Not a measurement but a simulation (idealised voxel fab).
process module | voxel released beams
cross-section cut | 155 nm wide | cells 5 nm
A cross-section is a grid of square cells, given in bands from the top down. A band is one or more rows of cells.
Each band's line starts with the height of the band's top and of its bottom, in nm. Then come its materials from left to right, each with its width in nm. One material with "throughout" fills the band from edge to edge. "air" is empty space.
Height 0 is the level under which the wafer as received is all one material. The lowest band goes on downwards, as in "0 down".
A width such as "30 to 40" changes by the same amount from each row of cells to the next, from the band's top row to its bottom row.
"no change" after a step means that no cell of the cross-section changed.
closed voids: empty space of 8 cells or more with no open way to the top, each as width x height at its distance from the left edge, in nm
after a step's settings: what the simulator itself notes on the step
overlay nm, on a step with a mask: how far to the right of its planned place the mask lay; to the left if negative
plan
1 op RECEIVE | material Si
2 op CONFORMAL_DEP | material SiN | thk nm 10
3 op DIRECTIONAL_DEP | material SiO2 | thk nm 20
4 op MASKED_ETCH | tone open | mask id ANCHOR | width nm 45 | etch materials SiO2 | depth nm 20 | overlay nm 0
5 op CONFORMAL_DEP | material polySi | thk nm 15
6 op PATTERN | tone cover | mask id BEAM | material resist | width nm 100 | thk nm 15 | overlay nm 0
7 op DIRECTIONAL_ETCH | etch materials polySi | depth nm 15
8 op STRIP | etch materials resist
9 op STRIP | etch materials SiO2
first wafer, as planned
as received, after step 1
  0 down: Si throughout
  closed voids: none
after step 2
  10 to 0: SiN throughout
  below 0: unchanged
after step 3
  30 to 10: SiO2 throughout
  below 10: unchanged
after step 4
  30 to 10: SiO2 30 | air 45 | SiO2 80
  below 10: unchanged
after step 5
  45 to 30: polySi 45 | air 15 | polySi 95
  30 to 25: SiO2 30 | polySi 15 | air 15 | polySi 15 | SiO2 80
  25 to 10: SiO2 30 | polySi 45 | SiO2 80
  below 10: unchanged
after step 6
  60 to 45: air 25 | resist 100 | air 30
  45 to 30: polySi 45 | resist 15 | polySi 95
  30 to 25: SiO2 30 | polySi 15 | resist 15 | polySi 15 | SiO2 80
  below 25: unchanged
after step 7
  60 to 45: air 25 | resist 100 | air 30
  45 to 30: air 25 | polySi 20 | resist 15 | polySi 65 | air 30
  below 30: unchanged
after step 8
  45 to 30: air 25 | polySi 20 | air 15 | polySi 65 | air 30
  30 to 25: SiO2 30 | polySi 15 | air 15 | polySi 15 | SiO2 80
  below 25: unchanged
after step 9
  45 to 30: air 25 | polySi 20 | air 15 | polySi 65 | air 30
  30 to 25: air 30 | polySi 15 | air 15 | polySi 15 | air 80
  25 to 10: air 30 | polySi 45 | air 80
  below 10: unchanged
second wafer: like start, like plan, one mistake. Through step 3 it matches the first wafer
when step 4 should have ended
  30 to 10: SiO2 30 | air 50 | SiO2 75
  below 10: unchanged
when step 5 should have ended
  45 to 30: polySi 45 | air 20 | polySi 90
  30 to 25: SiO2 30 | polySi 15 | air 20 | polySi 15 | SiO2 75
  25 to 10: SiO2 30 | polySi 50 | SiO2 75
  below 10: unchanged
when step 6 should have ended
  60 to 45: air 25 | resist 100 | air 30
  45 to 30: polySi 45 | resist 20 | polySi 90
  30 to 25: SiO2 30 | polySi 15 | resist 20 | polySi 15 | SiO2 75
  below 25: unchanged
when step 7 should have ended
  60 to 45: air 25 | resist 100 | air 30
  45 to 30: air 25 | polySi 20 | resist 20 | polySi 60 | air 30
  below 30: unchanged
when step 8 should have ended
  45 to 30: air 25 | polySi 20 | air 20 | polySi 60 | air 30
  30 to 25: SiO2 30 | polySi 15 | air 20 | polySi 15 | SiO2 75
  below 25: unchanged
when step 9 should have ended
  45 to 30: air 25 | polySi 20 | air 20 | polySi 60 | air 30
  30 to 25: air 30 | polySi 15 | air 20 | polySi 15 | air 75
  25 to 10: air 30 | polySi 50 | air 75
  below 10: unchanged
what went wrong: step 4 ran as: op MASKED_ETCH | tone open | mask id ANCHOR | width nm 50 | etch materials SiO2 | depth nm 20 | overlay nm 0
at the end the second wafer has, in cells: as many of each material as the first, in other places
